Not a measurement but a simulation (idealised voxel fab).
A process module follows: voxel ribs on slabs.
In the cross-section labelled cut, the width is 270 nm and each square cell is 5 nm.
Just so we're on the same page, the cross-sections are grids of square cells, and they're listed out in bands top to bottom, each band one or more rows deep.
First you get the band's top height and its bottom height, in nm, and then the materials it's made of, left to right, with each width in nm. If you see a single material with "all across", that one covers the band edge to edge. "blank" is empty space.
A quick word on heights: they are counted from 0, and under that level the wafer as it came to us is one material throughout. The lowest band is different from the rest in having no bottom; it simply continues downward, written as in "0 nm and below".
Width "30..40": first value at the band's top row of cells, second value at its bottom row, equal change from row to row.
Take "nothing got changed" at face value: in the step it is given for, the cross-section changed in none of its cells.
Reported under the label "Unvented internal voids" are the empty spaces having no open way to the top and comprising 8 cells or more; the notation for each is width x height at distance, in which the distance is measured from the left edge and all three values are in nm.
Anything after a step's settings on that line? It's the simulator's own note about the step.
overlay nm: how far to the right of its planned place the mask lay on this masked step (negative: to the left).
[Planned step list for the process]
1: RECEIVE | material Si
2: DIRECTIONAL_DEP | material SiO2 | thk nm 25
3: DIRECTIONAL_DEP | material polySi | thk nm 15
4: MASKED_ETCH | tone cover | mask id RIB | width nm 20 | etch materials polySi | depth nm 5 | overlay nm 0
5: MASKED_ETCH | tone cover | mask id SLAB | width nm 80 | etch materials polySi | depth nm 10 | overlay nm 0
6: FILL_DEP | material SiO2 | thk nm 15
7: CMP | height nm 50
8: DIRECTIONAL_DEP | material TiN | thk nm 10
9: DIRECTIONAL_DEP | material aC | thk nm 10
10: PATTERN | tone cover | mask id HEATER | material resist | width nm 30 | thk nm 25 | overlay nm 0
11: DIRECTIONAL_ETCH | etch materials aC | depth nm 10
12: STRIP | etch materials resist
13: DIRECTIONAL_ETCH | etch materials TiN | depth nm 10
14: STRIP | etch materials aC
15: CONFORMAL_DEP | material SiN | thk nm 5
[First wafer out of two, processed as planned]
[Cross-section: wafer on arrival = after step 1]
0 nm and below  Si all across
Unvented internal voids: none
[After step 2: wafer cross-section]
25 nm to 0 nm  SiO2 all across
Unchanged below 0.
[After step 3: wafer cross-section]
40 nm to 25 nm  polySi all across
Unchanged below 25.
[After step 4: wafer cross-section]
40 nm to 35 nm  blank 125; polySi 20; blank 125
Unchanged below 35.
[After step 5: wafer cross-section]
40 nm to 35 nm  blank 125; polySi 20; blank 125
35 nm to 25 nm  blank 95; polySi 80; blank 95
Unchanged below 25.
[After step 6: wafer cross-section]
55 nm to 40 nm  SiO2 all across
40 nm to 35 nm  SiO2 125; polySi 20; SiO2 125
35 nm to 25 nm  SiO2 95; polySi 80; SiO2 95
Unchanged below 25.
[After step 7: wafer cross-section]
50 nm to 40 nm  SiO2 all across
Unchanged below 40.
[After step 8: wafer cross-section]
60 nm to 50 nm  TiN all across
Unchanged below 50.
[After step 9: wafer cross-section]
70 nm to 60 nm  aC all across
Unchanged below 60.
[After step 10: wafer cross-section]
95 nm to 70 nm  blank 120; resist 30; blank 120
Unchanged below 70.
[After step 11: wafer cross-section]
85 nm to 70 nm  blank 120; resist 30; blank 120
70 nm to 60 nm  blank 120; aC 30; blank 120
Unchanged below 60.
[After step 12: wafer cross-section]
70 nm to 60 nm  blank 120; aC 30; blank 120
Unchanged below 60.
[After step 13: wafer cross-section]
70 nm to 60 nm  blank 120; aC 30; blank 120
60 nm to 50 nm  blank 120; TiN 30; blank 120
Unchanged below 50.
[After step 14: wafer cross-section]
60 nm to 50 nm  blank 120; TiN 30; blank 120
Unchanged below 50.
[After step 15: wafer cross-section]
65 nm to 60 nm  blank 115; SiN 40; blank 115
60 nm to 55 nm  blank 115; SiN 5; TiN 30; SiN 5; blank 115
55 nm to 50 nm  SiN 120; TiN 30; SiN 120
Unchanged below 50.
[Second wafer. Start and plan as for the first. One mistake made in running. Agrees with the first up to and including step 1]
[Cross-section: second wafer, time at which step 2 was scheduled to end]
15 nm to 0 nm  polySi all across
Unchanged below 0.
[Cross-section: second wafer, time at which step 3 was scheduled to end]
40 nm to 15 nm  SiO2 all across
Unchanged below 15.
Cross-section: second wafer, time at which step 4 was scheduled to end: nothing got changed
Cross-section: second wafer, time at which step 5 was scheduled to end: nothing got changed
[Cross-section: second wafer, time at which step 6 was scheduled to end]
55 nm to 15 nm  SiO2 all across
Unchanged below 15.
[Cross-section: second wafer, time at which step 7 was scheduled to end]
50 nm to 15 nm  SiO2 all across
Unchanged below 15.
[Cross-section: second wafer, time at which step 8 was scheduled to end]
60 nm to 50 nm  TiN all across
Unchanged below 50.
[Cross-section: second wafer, time at which step 9 was scheduled to end]
70 nm to 60 nm  aC all across
Unchanged below 60.
[Cross-section: second wafer, time at which step 10 was scheduled to end]
95 nm to 70 nm  blank 120; resist 30; blank 120
Unchanged below 70.
[Cross-section: second wafer, time at which step 11 was scheduled to end]
85 nm to 70 nm  blank 120; resist 30; blank 120
70 nm to 60 nm  blank 120; aC 30; blank 120
Unchanged below 60.
[Cross-section: second wafer, time at which step 12 was scheduled to end]
70 nm to 60 nm  blank 120; aC 30; blank 120
Unchanged below 60.
[Cross-section: second wafer, time at which step 13 was scheduled to end]
70 nm to 60 nm  blank 120; aC 30; blank 120
60 nm to 50 nm  blank 120; TiN 30; blank 120
Unchanged below 50.
[Cross-section: second wafer, time at which step 14 was scheduled to end]
60 nm to 50 nm  blank 120; TiN 30; blank 120
Unchanged below 50.
[Cross-section: second wafer, time at which step 15 was scheduled to end]
65 nm to 60 nm  blank 115; SiN 40; blank 115
60 nm to 55 nm  blank 115; SiN 5; TiN 30; SiN 5; blank 115
55 nm to 50 nm  SiN 120; TiN 30; SiN 120
Unchanged below 50.
Want to know what went wrong? the processing plan was not followed for steps 2 and 3, which were run with their positions exchanged
End of process, cell counts, second wafer against first, materials with more or fewer: SiO2 -126, polySi +126
